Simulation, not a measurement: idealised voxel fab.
The document below concerns the process module designated voxel wiring stack.
For reference, the cross-section in this document is cut, with width 255 nm and square cells of 5 nm.
Throughout this document, each cross-section is represented as a grid of square cells and is presented as a sequence of bands enumerated from the top downward, where a band comprises one or more rows of cells. Each band's line starts with the height of the band's top and of its bottom, in nm. Then come its materials from left to right, each with its width in nm. One material with "full width" fills the band from edge to edge. "air" is empty space. Below 0: as-received wafer, all one material; heights counted from there. Lowest band: no bottom, goes on down, written "0 nm and below". Top row gets the first number, bottom row gets the second, and each row in between changes by the same step: that is how a band width like "30..40" works. When a step is marked "nothing different", none of the cells in the cross-section changed during that step. The list in "Cavities, closed" covers empty spaces of 8 cells or more that cannot reach the top through any open way, and it gives each as width x height at distance; the distance is from the left edge, and width, height and distance are in nm. Heads up: the bit after the settings on a step's line is the simulator's remark on that step. What "overlay nm" on a step's line means: if the step has a mask, that mask lay this far to the right of its planned place, or, when the value is negative, to the left.
The following list gives the planned process steps
1) RECEIVE with material Si
2) CONFORMAL_DEP with material SiO2, thk nm 15
3) CONFORMAL_DEP with material SiCN, thk nm 5
4) DIRECTIONAL_DEP with material lowk, thk nm 15
5) DIRECTIONAL_DEP with material aC, thk nm 15
6) PATTERN with tone open, mask id METAL_1, material resist, width nm 25, pitch nm 50, thk nm 30, overlay nm 0
7) DIRECTIONAL_ETCH with etch materials aC, depth nm 15
8) STRIP with etch materials resist
9) DIRECTIONAL_ETCH with etch materials lowk, depth nm 15
10) DIRECTIONAL_ETCH with etch materials SiCN, depth nm 5
11) STRIP with etch materials aC
12) CONFORMAL_DEP with material TiN, thk nm 5
13) FILL_DEP with material Cu, thk nm 5
14) CMP with height nm 35
15) CONFORMAL_DEP with material SiCN, thk nm 5
16) DIRECTIONAL_DEP with material lowk, thk nm 15
17) DIRECTIONAL_DEP with material aC, thk nm 15
18) PATTERN with tone open, mask id PLUG_1, material resist, width nm 15, pitch nm 50, thk nm 35, overlay nm 0
19) DIRECTIONAL_ETCH with etch materials aC, depth nm 15
20) STRIP with etch materials resist
21) DIRECTIONAL_ETCH with etch materials lowk, depth nm 15
22) DIRECTIONAL_ETCH with etch materials SiCN, depth nm 5
23) STRIP with etch materials aC
24) EPI with material Ru, thk nm 10
25) EPI with material Ru, thk nm 10
26) CONFORMAL_DEP with material SiN, thk nm 5
27) DIRECTIONAL_DEP with material lowk, thk nm 15
28) MASKED_ETCH with tone open, mask id METAL_2, width nm 25, pitch nm 50, etch materials lowk, depth nm 15, overlay nm 0
29) MASKED_ETCH with tone open, mask id METAL_2, width nm 25, pitch nm 50, etch materials SiN, depth nm 5, overlay nm 0
30) CONFORMAL_DEP with material TiN, thk nm 5
31) FILL_DEP with material W, thk nm 5
32) CMP with height nm 75
33) CONFORMAL_DEP with material SiCN, thk nm 5
34) DIRECTIONAL_DEP with material SiO2, thk nm 15
35) PATTERN with tone open, mask id PLUG_2, material resist, width nm 15, pitch nm 50, thk nm 15, overlay nm 0
36) DIRECTIONAL_ETCH with etch materials SiO2, depth nm 15
37) DIRECTIONAL_ETCH with etch materials SiCN, depth nm 5
38) STRIP with etch materials resist
39) EPI with material Ru, thk nm 10
40) EPI with material Ru, thk nm 10
41) DIRECTIONAL_DEP with material TiN, thk nm 5
42) DIRECTIONAL_DEP with material W, thk nm 15
43) DIRECTIONAL_DEP with material aC, thk nm 10
44) PATTERN with tone cover, mask id METAL_3, material resist, width nm 25, pitch nm 50, thk nm 25, overlay nm 0
45) DIRECTIONAL_ETCH with etch materials aC, depth nm 10
46) STRIP with etch materials resist
47) DIRECTIONAL_ETCH with etch materials W, depth nm 15
48) DIRECTIONAL_ETCH with etch materials TiN, depth nm 5
49) STRIP with etch materials aC
50) CONFORMAL_DEP with material SiCN, thk nm 5
51) FILL_DEP with material SiO2, thk nm 10
52) CMP with height nm 115
53) CONFORMAL_DEP with material SiCN, thk nm 5
Delivered wafer in cross-section: state after step 1
  0 nm and below: Si full width
  Cavities, closed: none
As-planned run: cross-section of the first of two wafers at end of module
  120 nm to 115 nm: SiCN full width
  115 nm to 100 nm: 85 SiO2 | 5 SiCN | 25 W | 5 SiCN | 15 SiO2 | 5 SiCN | 25 W | 5 SiCN | 85 SiO2
  100 nm to 95 nm: 90 SiCN | 25 TiN | 25 SiCN | 25 TiN | 90 SiCN
  95 nm to 80 nm: 90 SiO2 | 15 Ru | 35 SiO2 | 15 Ru | 100 SiO2
  80 nm to 75 nm: 90 SiCN | 15 Ru | 35 SiCN | 15 Ru | 100 SiCN
  75 nm to 60 nm: 90 lowk | 5 TiN | 15 W | 5 TiN | 25 lowk | 5 TiN | 15 W | 5 TiN | 90 lowk
  60 nm to 55 nm: 90 SiN | 25 TiN | 25 SiN | 25 TiN | 90 SiN
  55 nm to 40 nm: 90 lowk | 15 Ru | 35 lowk | 15 Ru | 100 lowk
  40 nm to 35 nm: 90 SiCN | 15 Ru | 35 SiCN | 15 Ru | 100 SiCN
  35 nm to 20 nm: 90 lowk | 5 TiN | 15 Cu | 5 TiN | 25 lowk | 5 TiN | 15 Cu | 5 TiN | 90 lowk
  20 nm to 15 nm: 90 SiCN | 25 TiN | 25 SiCN | 25 TiN | 90 SiCN
  15 nm to 0 nm: SiO2 full width
  0 nm and below: Si full width
  Cavities, closed: none
This is the second of the two wafers, cross-sectioned at the end of the module; it started exactly like the first and was given the same plan, but it was run with one mistake
  120 nm to 115 nm: SiCN full width
  115 nm to 110 nm: 85 SiO2 | 20 SiCN | 10 W | 5 SiCN | 15 SiO2 | 20 SiCN | 10 W | 5 SiCN | 85 SiO2
  110 nm to 100 nm: 85 SiO2 | 5 SiCN | 25 W | 5 SiCN | 15 SiO2 | 5 SiCN | 25 W | 5 SiCN | 85 SiO2
  100 nm to 95 nm: 90 SiCN | 15 W | 10 TiN | 25 SiCN | 15 W | 10 TiN | 90 SiCN
  95 nm to 90 nm: 90 SiCN | 15 TiN | 35 SiCN | 15 TiN | 100 SiCN
  90 nm to 75 nm: SiCN full width
  75 nm to 60 nm: 90 lowk | 5 TiN | 15 W | 5 TiN | 25 lowk | 5 TiN | 15 W | 5 TiN | 90 lowk
  60 nm to 55 nm: 90 SiN | 25 TiN | 25 SiN | 25 TiN | 90 SiN
  55 nm to 40 nm: 90 lowk | 15 Ru | 35 lowk | 15 Ru | 100 lowk
  40 nm to 35 nm: 90 SiCN | 15 Ru | 35 SiCN | 15 Ru | 100 SiCN
  35 nm to 20 nm: 90 lowk | 5 TiN | 15 Cu | 5 TiN | 25 lowk | 5 TiN | 15 Cu | 5 TiN | 90 lowk
  20 nm to 15 nm: 90 SiCN | 25 TiN | 25 SiCN | 25 TiN | 90 SiCN
  15 nm to 0 nm: SiO2 full width
  0 nm and below: Si full width
  Cavities, closed: none
What was the processing mistake? step 34 off recipe, ran as DIRECTIONAL_DEP with material SiCN, thk nm 15
Final cells, second wafer relative to first, materials higher or lower: 24 fewer of Ru | 159 more of SiCN | 135 fewer of SiO2
